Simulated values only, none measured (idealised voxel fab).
Name of the process module below: voxel released beams
Section cut is 160 nm wide and gridded with 5 nm square cells.
If you're reading a cross-section in this doc, picture square cells in a grid; it comes to you as bands, top ones listed first down to the bottom, and a band can be one or more rows of cells. Heads up on the band format: heights come first, top then bottom, in nm. After that it's the materials left to right, each with its width in nm. A single material flagged "all across" fills the whole band edge to edge, and "empty" means there's empty space there. Height datum 0, below which the as-received substrate wafer is one material. Lowest band open at the bottom, running downward: "z 0 and below". A width given as "30..40" starts at the first number in the band's top row and ends at the second number in its bottom row, shifting by an equal amount at every step from row to row. "all unchanged" -> step changed no cross-section cell. "Cavities, sealed" lists enclosed empty spaces (at least 8 cells, no open path upward to the top), each as width x height at distance from the left edge, in nm. Formally, on a step line, whatever follows the settings is a remark that the simulator itself makes on the step. The optional step-line setting "overlay nm" applies to steps with a mask and quantifies how far to the right of its planned location the mask lay, a negative value indicating leftward placement.
Steps in the process plan:
1) RECEIVE (material Si)
2) CONFORMAL_DEP (material Al2O3; thk nm 5)
3) DIRECTIONAL_DEP (material SiO2; thk nm 20)
4) DIRECTIONAL_DEP (material aC; thk nm 15)
5) PATTERN (tone open; mask id ANCHOR; material resist; width nm 35; thk nm 30; overlay nm 0)
6) DIRECTIONAL_ETCH (etch materials aC; depth nm 15)
7) STRIP (etch materials resist)
8) DIRECTIONAL_ETCH (etch materials SiO2; depth nm 20)
9) STRIP (etch materials aC)
10) CONFORMAL_DEP (material W; thk nm 10)
11) DIRECTIONAL_DEP (material aC; thk nm 10)
12) PATTERN (tone cover; mask id BEAM; material resist; width nm 110; thk nm 30; overlay nm 0)
13) DIRECTIONAL_ETCH (etch materials aC; depth nm 10)
14) STRIP (etch materials resist)
15) DIRECTIONAL_ETCH (etch materials W; depth nm 10)
16) STRIP (etch materials aC)
17) STRIP (etch materials SiO2)
Wafer at receipt (post step 1), cross-section:
- z 0 and below  Si all across
- Cavities, sealed: none
The module was run from the start shown above using the plan shown above, but one mistake was made doing it; the resulting wafer cross-section is below:
- z 35 to 25  empty=30  W=5  empty=15  W=90  empty=20
- z 25 to 15  empty=25  W=10  empty=15  W=10  empty=100
- z 15 to 5  empty=25  W=35  empty=100
- z 5 to 0  Al2O3 all across
- z 0 and below  Si all across
- Cavities, sealed: none
Processing error: rather than as planned, step 12 actually ran as PATTERN (tone cover; mask id BEAM; material resist; width nm 110; thk nm 30; overlay nm 10)
